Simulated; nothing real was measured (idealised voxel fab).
Module name: voxel self aligned contacts (process module)
The cross-section shown here is cut; it is 270 nm wide and divided into square cells measuring 5 nm on a side.
Cross-section, as written here: a square-cell grid given band by band from the top down, where a band holds one or more rows of cells. Band entry format. Leading values: height of top, height of bottom, nm. Remainder: materials in left-to-right order, each with its width in nm. Special words: "edge to edge" on a single material, which then fills the band edge to edge; "blank", empty space. Heights from 0 (as-received wafer is one material below). Bottom band endless downward, as "top 0, no bottom". A two-number width, for instance "30 to 40", indicates that the width is equal to the first number in the top row of the band and to the second number in the bottom row, and that it changes by a constant amount per row of cells. No cell of the cross-section changed in a step that is given as "stayed the same". "Enclosed cavities" contains a list of empty spaces, each no smaller than 8 cells and without an open way to the top, written in the form width x height at distance with the distance from the left edge and all three in nm. What comes after the settings on a step's line is commentary from the simulator itself on that step. If you see "overlay nm" on a step's line and that step has a mask, it's telling you how far right of where it was planned the mask ended up; a negative number means it went left instead.

[Process steps - plan]
1) RECEIVE, material Si
2) CONFORMAL_DEP, material SiO2, thk nm 5
3) DIRECTIONAL_DEP, material polySi, thk nm 30
4) DIRECTIONAL_DEP, material SiN, thk nm 15
5) MASKED_ETCH, tone cover, mask id GATE, width nm 25, pitch nm 55, etch materials SiN, depth nm 15, overlay nm 0
6) MASKED_ETCH, tone cover, mask id GATE, width nm 25, pitch nm 55, etch materials polySi, depth nm 30, overlay nm 0
7) CONFORMAL_DEP, material SiN, thk nm 5
8) DIRECTIONAL_ETCH, etch materials SiN, depth nm 5
9) FILL_DEP, material SiO2, thk nm 10
10) CMP, height nm 55
11) DIRECTIONAL_DEP, material aC, thk nm 15
12) PATTERN, tone open, mask id CONTACT, material resist, width nm 40, thk nm 30, overlay nm 0
13) DIRECTIONAL_ETCH, etch materials aC, depth nm 15
14) STRIP, etch materials resist
15) DIRECTIONAL_ETCH, etch materials SiO2, depth nm 55
16) STRIP, etch materials aC
17) CONFORMAL_DEP, material TiN, thk nm 5
18) FILL_DEP, material W, thk nm 10
19) CMP, height nm 55
20) CONFORMAL_DEP, material SiN, thk nm 5

[The following pertains to the first of two wafers, which was processed as planned]

[Incoming wafer, cross-sectional view, post step 1]
top 0, no bottom: Si edge to edge
Enclosed cavities: none

[Sectional view: wafer, after step 2]
top 5, bottom 0: SiO2 edge to edge
Everything under 0 stays put, no change at all.

[Sectional view: wafer, after step 3]
top 35, bottom 5: polySi edge to edge
Everything under 5 stays put, no change at all.

[Sectional view: wafer, after step 4]
top 50, bottom 35: SiN edge to edge
Everything under 35 stays put, no change at all.

[Sectional view: wafer, after step 5]
top 50, bottom 35: 95 nm blank, 25 nm SiN, 30 nm blank, 25 nm SiN, 95 nm blank
Everything under 35 stays put, no change at all.

[Sectional view: wafer, after step 6]
top 50, bottom 35: 95 nm blank, 25 nm SiN, 30 nm blank, 25 nm SiN, 95 nm blank
top 35, bottom 5: 95 nm blank, 25 nm polySi, 30 nm blank, 25 nm polySi, 95 nm blank
Everything under 5 stays put, no change at all.

[Sectional view: wafer, after step 7]
top 55, bottom 35: 90 nm blank, 35 nm SiN, 20 nm blank, 35 nm SiN, 90 nm blank
top 35, bottom 10: 90 nm blank, 5 nm SiN, 25 nm polySi, 5 nm SiN, 20 nm blank, 5 nm SiN, 25 nm polySi, 5 nm SiN, 90 nm blank
top 10, bottom 5: 95 nm SiN, 25 nm polySi, 30 nm SiN, 25 nm polySi, 95 nm SiN
Everything under 5 stays put, no change at all.

[Sectional view: wafer, after step 8]
top 50, bottom 35: 90 nm blank, 35 nm SiN, 20 nm blank, 35 nm SiN, 90 nm blank
top 35, bottom 5: 90 nm blank, 5 nm SiN, 25 nm polySi, 5 nm SiN, 20 nm blank, 5 nm SiN, 25 nm polySi, 5 nm SiN, 90 nm blank
Everything under 5 stays put, no change at all.

[Sectional view: wafer, after step 9]
top 60, bottom 50: SiO2 edge to edge
top 50, bottom 35: 90 nm SiO2, 35 nm SiN, 20 nm SiO2, 35 nm SiN, 90 nm SiO2
top 35, bottom 5: 90 nm SiO2, 5 nm SiN, 25 nm polySi, 5 nm SiN, 20 nm SiO2, 5 nm SiN, 25 nm polySi, 5 nm SiN, 90 nm SiO2
Everything under 5 stays put, no change at all.

[Sectional view: wafer, after step 10]
top 55, bottom 50: SiO2 edge to edge
Everything under 50 stays put, no change at all.

[Sectional view: wafer, after step 11]
top 70, bottom 55: aC edge to edge
Everything under 55 stays put, no change at all.

[Sectional view: wafer, after step 12]
top 100, bottom 70: 115 nm resist, 40 nm blank, 115 nm resist
Everything under 70 stays put, no change at all.

[Sectional view: wafer, after step 13]
top 85, bottom 70: 115 nm resist, 40 nm blank, 115 nm resist
top 70, bottom 55: 115 nm aC, 40 nm blank, 115 nm aC
Everything under 55 stays put, no change at all.

[Sectional view: wafer, after step 14]
top 70, bottom 55: 115 nm aC, 40 nm blank, 115 nm aC
Everything under 55 stays put, no change at all.

[Sectional view: wafer, after step 15]
top 70, bottom 55: 115 nm aC, 40 nm blank, 115 nm aC
top 55, bottom 50: 115 nm SiO2, 40 nm blank, 115 nm SiO2
top 50, bottom 35: 90 nm SiO2, 35 nm SiN, 20 nm blank, 35 nm SiN, 90 nm SiO2
top 35, bottom 5: 90 nm SiO2, 5 nm SiN, 25 nm polySi, 5 nm SiN, 20 nm blank, 5 nm SiN, 25 nm polySi, 5 nm SiN, 90 nm SiO2
top 5, bottom 0: 125 nm SiO2, 20 nm blank, 125 nm SiO2
Everything under 0 stays put, no change at all.

[Sectional view: wafer, after step 16]
top 55, bottom 50: 115 nm SiO2, 40 nm blank, 115 nm SiO2
Everything under 50 stays put, no change at all.

[Sectional view: wafer, after step 17]
top 60, bottom 55: 120 nm TiN, 30 nm blank, 120 nm TiN
top 55, bottom 50: 115 nm SiO2, 15 nm TiN, 10 nm blank, 15 nm TiN, 115 nm SiO2
top 50, bottom 35: 90 nm SiO2, 35 nm SiN, 5 nm TiN, 10 nm blank, 5 nm TiN, 35 nm SiN, 90 nm SiO2
top 35, bottom 5: 90 nm SiO2, 5 nm SiN, 25 nm polySi, 5 nm SiN, 5 nm TiN, 10 nm blank, 5 nm TiN, 5 nm SiN, 25 nm polySi, 5 nm SiN, 90 nm SiO2
top 5, bottom 0: 125 nm SiO2, 20 nm TiN, 125 nm SiO2
Everything under 0 stays put, no change at all.

[Sectional view: wafer, after step 18]
top 70, bottom 60: W edge to edge
top 60, bottom 55: 120 nm TiN, 30 nm W, 120 nm TiN
top 55, bottom 50: 115 nm SiO2, 15 nm TiN, 10 nm W, 15 nm TiN, 115 nm SiO2
top 50, bottom 35: 90 nm SiO2, 35 nm SiN, 5 nm TiN, 10 nm W, 5 nm TiN, 35 nm SiN, 90 nm SiO2
top 35, bottom 5: 90 nm SiO2, 5 nm SiN, 25 nm polySi, 5 nm SiN, 5 nm TiN, 10 nm W, 5 nm TiN, 5 nm SiN, 25 nm polySi, 5 nm SiN, 90 nm SiO2
Everything under 5 stays put, no change at all.

[Sectional view: wafer, after step 19]
top 55, bottom 50: 115 nm SiO2, 15 nm TiN, 10 nm W, 15 nm TiN, 115 nm SiO2
Everything under 50 stays put, no change at all.

[Sectional view: wafer, after step 20]
top 60, bottom 55: SiN edge to edge
Everything under 55 stays put, no change at all.

[Second wafer - shared start and plan with the first - one error in running - same as the first up to step 4 inclusive]

[Second wafer: cross-section at the scheduled end of step 5]
top 50, bottom 35: 90 nm blank, 35 nm SiN, 20 nm blank, 35 nm SiN, 90 nm blank
Everything under 35 stays put, no change at all.

[Second wafer: cross-section at the scheduled end of step 6]
top 50, bottom 35: 90 nm blank, 35 nm SiN, 20 nm blank, 35 nm SiN, 90 nm blank
top 35, bottom 5: 90 nm blank, 35 nm polySi, 20 nm blank, 35 nm polySi, 90 nm blank
Everything under 5 stays put, no change at all.

[Second wafer: cross-section at the scheduled end of step 7]
top 55, bottom 35: 85 nm blank, 45 nm SiN, 10 nm blank, 45 nm SiN, 85 nm blank
top 35, bottom 10: 85 nm blank, 5 nm SiN, 35 nm polySi, 5 nm SiN, 10 nm blank, 5 nm SiN, 35 nm polySi, 5 nm SiN, 85 nm blank
top 10, bottom 5: 90 nm SiN, 35 nm polySi, 20 nm SiN, 35 nm polySi, 90 nm SiN
Everything under 5 stays put, no change at all.

[Second wafer: cross-section at the scheduled end of step 8]
top 50, bottom 35: 85 nm blank, 45 nm SiN, 10 nm blank, 45 nm SiN, 85 nm blank
top 35, bottom 5: 85 nm blank, 5 nm SiN, 35 nm polySi, 5 nm SiN, 10 nm blank, 5 nm SiN, 35 nm polySi, 5 nm SiN, 85 nm blank
Everything under 5 stays put, no change at all.

[Second wafer: cross-section at the scheduled end of step 9]
top 60, bottom 50: SiO2 edge to edge
top 50, bottom 35: 85 nm SiO2, 45 nm SiN, 10 nm SiO2, 45 nm SiN, 85 nm SiO2
top 35, bottom 5: 85 nm SiO2, 5 nm SiN, 35 nm polySi, 5 nm SiN, 10 nm SiO2, 5 nm SiN, 35 nm polySi, 5 nm SiN, 85 nm SiO2
Everything under 5 stays put, no change at all.

[Second wafer: cross-section at the scheduled end of step 10]
top 55, bottom 50: SiO2 edge to edge
Everything under 50 stays put, no change at all.

[Second wafer: cross-section at the scheduled end of step 11]
top 70, bottom 55: aC edge to edge
Everything under 55 stays put, no change at all.

[Second wafer: cross-section at the scheduled end of step 12]
top 100, bottom 70: 115 nm resist, 40 nm blank, 115 nm resist
Everything under 70 stays put, no change at all.

[Second wafer: cross-section at the scheduled end of step 13]
top 85, bottom 70: 115 nm resist, 40 nm blank, 115 nm resist
top 70, bottom 55: 115 nm aC, 40 nm blank, 115 nm aC
Everything under 55 stays put, no change at all.

[Second wafer: cross-section at the scheduled end of step 14]
top 70, bottom 55: 115 nm aC, 40 nm blank, 115 nm aC
Everything under 55 stays put, no change at all.

[Second wafer: cross-section at the scheduled end of step 15]
top 70, bottom 55: 115 nm aC, 40 nm blank, 115 nm aC
top 55, bottom 50: 115 nm SiO2, 40 nm blank, 115 nm SiO2
top 50, bottom 35: 85 nm SiO2, 45 nm SiN, 10 nm blank, 45 nm SiN, 85 nm SiO2
top 35, bottom 5: 85 nm SiO2, 5 nm SiN, 35 nm polySi, 5 nm SiN, 10 nm blank, 5 nm SiN, 35 nm polySi, 5 nm SiN, 85 nm SiO2
top 5, bottom 0: 130 nm SiO2, 10 nm blank, 130 nm SiO2
Everything under 0 stays put, no change at all.

[Second wafer: cross-section at the scheduled end of step 16]
top 55, bottom 50: 115 nm SiO2, 40 nm blank, 115 nm SiO2
Everything under 50 stays put, no change at all.

[Second wafer: cross-section at the scheduled end of step 17]
top 60, bottom 55: 120 nm TiN, 30 nm blank, 120 nm TiN
top 55, bottom 50: 115 nm SiO2, 40 nm TiN, 115 nm SiO2
top 50, bottom 35: 85 nm SiO2, 45 nm SiN, 10 nm TiN, 45 nm SiN, 85 nm SiO2
top 35, bottom 5: 85 nm SiO2, 5 nm SiN, 35 nm polySi, 5 nm SiN, 10 nm TiN, 5 nm SiN, 35 nm polySi, 5 nm SiN, 85 nm SiO2
top 5, bottom 0: 130 nm SiO2, 10 nm TiN, 130 nm SiO2
Everything under 0 stays put, no change at all.

[Second wafer: cross-section at the scheduled end of step 18]
top 70, bottom 60: W edge to edge
top 60, bottom 55: 120 nm TiN, 30 nm W, 120 nm TiN
Everything under 55 stays put, no change at all.

[Second wafer: cross-section at the scheduled end of step 19]
top 55, bottom 50: 115 nm SiO2, 40 nm TiN, 115 nm SiO2
Everything under 50 stays put, no change at all.

[Second wafer: cross-section at the scheduled end of step 20]
top 60, bottom 55: SiN edge to edge
Everything under 55 stays put, no change at all.
Misprocessing identified: for step 5, the planned setting was not used; the step was instead run as MASKED_ETCH, tone cover, mask id GATE, width nm 35, pitch nm 55, etch materials SiN, depth nm 15, overlay nm 0
Once processing is complete, comparing cell counts shows that the second wafer has more or fewer of certain materials than the first: +12 SiN, -16 SiO2, -20 W, +24 polySi
